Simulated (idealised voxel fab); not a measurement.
Process module, titled voxel air gaps
In the cross-section labelled cut, the width is 255 nm and each square cell is 5 nm.
A cross-section in this document is a grid of square cells, and it is written down as bands, the top band listed before the ones below it; a band is made up of one or more rows of cells. First you get the band's top height and its bottom height, in nm, and then the materials it's made of, left to right, with each width in nm. If you see a single material with "full width", that one covers the band edge to edge. "empty" is empty space. Heights are expressed relative to 0, this being the level below which the as-received wafer comprises one material exclusively. The lowest band is unbounded in the downward direction and is denoted as in "top 0, no bottom". A two-number width, for instance "30 to 40", indicates that the width is equal to the first number in the top row of the band and to the second number in the bottom row, and that it changes by a constant amount per row of cells. The cross-section has no changed cell in any step marked "remained the same". Under "Unvented internal voids" you'll find the enclosed gaps, the ones with no way out to the top, that are 8 cells or bigger; each reads width x height at distance, with distance counted from the left edge, everything in nm. Whatever follows a step's settings on its line is a remark the simulator itself makes about that step. overlay nm: where the mask lay relative to plan, measured to the right, on steps with a mask; negatives go left.

Steps in the process plan:
1. RECEIVE (material Si)
2. CONFORMAL_DEP (material SiO2; thk nm 15)
3. CONFORMAL_DEP (material SiCN; thk nm 5)
4. DIRECTIONAL_DEP (material lowk; thk nm 30)
5. MASKED_ETCH (tone open; mask id LINES; width nm 20; pitch nm 45; etch materials lowk; depth nm 30; overlay nm 0)
6. CONFORMAL_DEP (material TiN; thk nm 5)
7. FILL_DEP (material W; thk nm 10)
8. CMP (height nm 50)
9. EPI (material Ru; thk nm 10)
10. SELECTIVE_ETCH (etch materials lowk; depth nm 40)
11. CONFORMAL_DEP (material SiCN; thk nm 5)

Account of the first of two wafers, which was processed as intended:

Cross-section of the wafer as it came to us, i.e., already through step 1:
- top 0, no bottom  Si full width
- Unvented internal voids: none

After step 2:
- top 15, bottom 0  SiO2 full width
- Nothing below the height 0 has changed.

After step 3:
- top 20, bottom 15  SiCN full width
- Nothing below the height 15 has changed.

After step 4:
- top 50, bottom 20  lowk full width
- Nothing below the height 20 has changed.

After step 5:
- top 50, bottom 20  lowk (70)  empty (20)  lowk (25)  empty (20)  lowk (25)  empty (20)  lowk (75)
- Nothing below the height 20 has changed.

After step 6:
- top 55, bottom 50  TiN (75)  empty (10)  TiN (35)  empty (10)  TiN (35)  empty (10)  TiN (80)
- top 50, bottom 25  lowk (70)  TiN (5)  empty (10)  TiN (5)  lowk (25)  TiN (5)  empty (10)  TiN (5)  lowk (25)  TiN (5)  empty (10)  TiN (5)  lowk (75)
- top 25, bottom 20  lowk (70)  TiN (20)  lowk (25)  TiN (20)  lowk (25)  TiN (20)  lowk (75)
- Nothing below the height 20 has changed.

After step 7:
- top 65, bottom 55  W full width
- top 55, bottom 50  TiN (75)  W (10)  TiN (35)  W (10)  TiN (35)  W (10)  TiN (80)
- top 50, bottom 25  lowk (70)  TiN (5)  W (10)  TiN (5)  lowk (25)  TiN (5)  W (10)  TiN (5)  lowk (25)  TiN (5)  W (10)  TiN (5)  lowk (75)
- Nothing below the height 25 has changed.

After step 8:
- top 50, bottom 25  lowk (70)  TiN (5)  W (10)  TiN (5)  lowk (25)  TiN (5)  W (10)  TiN (5)  lowk (25)  TiN (5)  W (10)  TiN (5)  lowk (75)
- Nothing below the height 25 has changed.

After step 9:
- top 60, bottom 50  empty (60)  Ru (40)  empty (5)  Ru (40)  empty (5)  Ru (40)  empty (65)
- Nothing below the height 50 has changed.

After step 10:
- top 60, bottom 50  empty (60)  Ru (40)  empty (5)  Ru (40)  empty (5)  Ru (40)  empty (65)
- top 50, bottom 25  empty (70)  TiN (5)  W (10)  TiN (5)  empty (25)  TiN (5)  W (10)  TiN (5)  empty (25)  TiN (5)  W (10)  TiN (5)  empty (75)
- top 25, bottom 20  empty (70)  TiN (20)  empty (25)  TiN (20)  empty (25)  TiN (20)  empty (75)
- Nothing below the height 20 has changed.

After step 11:
- top 65, bottom 60  empty (55)  SiCN (140)  empty (60)
- top 60, bottom 50  empty (55)  SiCN (5)  Ru (40)  SiCN (5)  Ru (40)  SiCN (5)  Ru (40)  SiCN (5)  empty (60)
- top 50, bottom 45  empty (55)  SiCN (15)  TiN (5)  W (10)  TiN (5)  SiCN (25)  TiN (5)  W (10)  TiN (5)  SiCN (25)  TiN (5)  W (10)  TiN (5)  SiCN (15)  empty (60)
- top 45, bottom 25  empty (65)  SiCN (5)  TiN (5)  W (10)  TiN (5)  SiCN (5)  empty (15)  SiCN (5)  TiN (5)  W (10)  TiN (5)  SiCN (5)  empty (15)  SiCN (5)  TiN (5)  W (10)  TiN (5)  SiCN (5)  empty (70)
- top 25, bottom 20  SiCN (70)  TiN (20)  SiCN (25)  TiN (20)  SiCN (25)  TiN (20)  SiCN (75)
- Nothing below the height 20 has changed.
- Unvented internal voids: 15 x 20 at 95; 15 x 20 at 140

For the second wafer, take the first wafer's start and plan, then add one mistake made in running it; everything through step 7, that step included, is shared with the first:

Second wafer profile in section, at the moment step 8 of the plan was meant to be complete:
- top 45, bottom 25  lowk (70)  TiN (5)  W (10)  TiN (5)  lowk (25)  TiN (5)  W (10)  TiN (5)  lowk (25)  TiN (5)  W (10)  TiN (5)  lowk (75)
- Nothing below the height 25 has changed.

Second wafer profile in section, at the moment step 9 of the plan was meant to be complete:
- top 55, bottom 45  empty (60)  Ru (40)  empty (5)  Ru (40)  empty (5)  Ru (40)  empty (65)
- Nothing below the height 45 has changed.

Second wafer profile in section, at the moment step 10 of the plan was meant to be complete:
- top 55, bottom 45  empty (60)  Ru (40)  empty (5)  Ru (40)  empty (5)  Ru (40)  empty (65)
- top 45, bottom 25  empty (70)  TiN (5)  W (10)  TiN (5)  empty (25)  TiN (5)  W (10)  TiN (5)  empty (25)  TiN (5)  W (10)  TiN (5)  empty (75)
- top 25, bottom 20  empty (70)  TiN (20)  empty (25)  TiN (20)  empty (25)  TiN (20)  empty (75)
- Nothing below the height 20 has changed.

Second wafer profile in section, at the moment step 11 of the plan was meant to be complete:
- top 60, bottom 55  empty (55)  SiCN (140)  empty (60)
- top 55, bottom 45  empty (55)  SiCN (5)  Ru (40)  SiCN (5)  Ru (40)  SiCN (5)  Ru (40)  SiCN (5)  empty (60)
- top 45, bottom 40  empty (55)  SiCN (15)  TiN (5)  W (10)  TiN (5)  SiCN (25)  TiN (5)  W (10)  TiN (5)  SiCN (25)  TiN (5)  W (10)  TiN (5)  SiCN (15)  empty (60)
- top 40, bottom 25  empty (65)  SiCN (5)  TiN (5)  W (10)  TiN (5)  SiCN (5)  empty (15)  SiCN (5)  TiN (5)  W (10)  TiN (5)  SiCN (5)  empty (15)  SiCN (5)  TiN (5)  W (10)  TiN (5)  SiCN (5)  empty (70)
- top 25, bottom 20  SiCN (70)  TiN (20)  SiCN (25)  TiN (20)  SiCN (25)  TiN (20)  SiCN (75)
- Nothing below the height 20 has changed.
- Unvented internal voids: 15 x 15 at 95; 15 x 15 at 140
Diagnosis: step 8 deviated from plan and actually ran as CMP (height nm 45)
Looking at both finished wafers in cells, the second ends up ahead of or behind the first on some materials: -6 SiCN | -6 TiN | -6 W
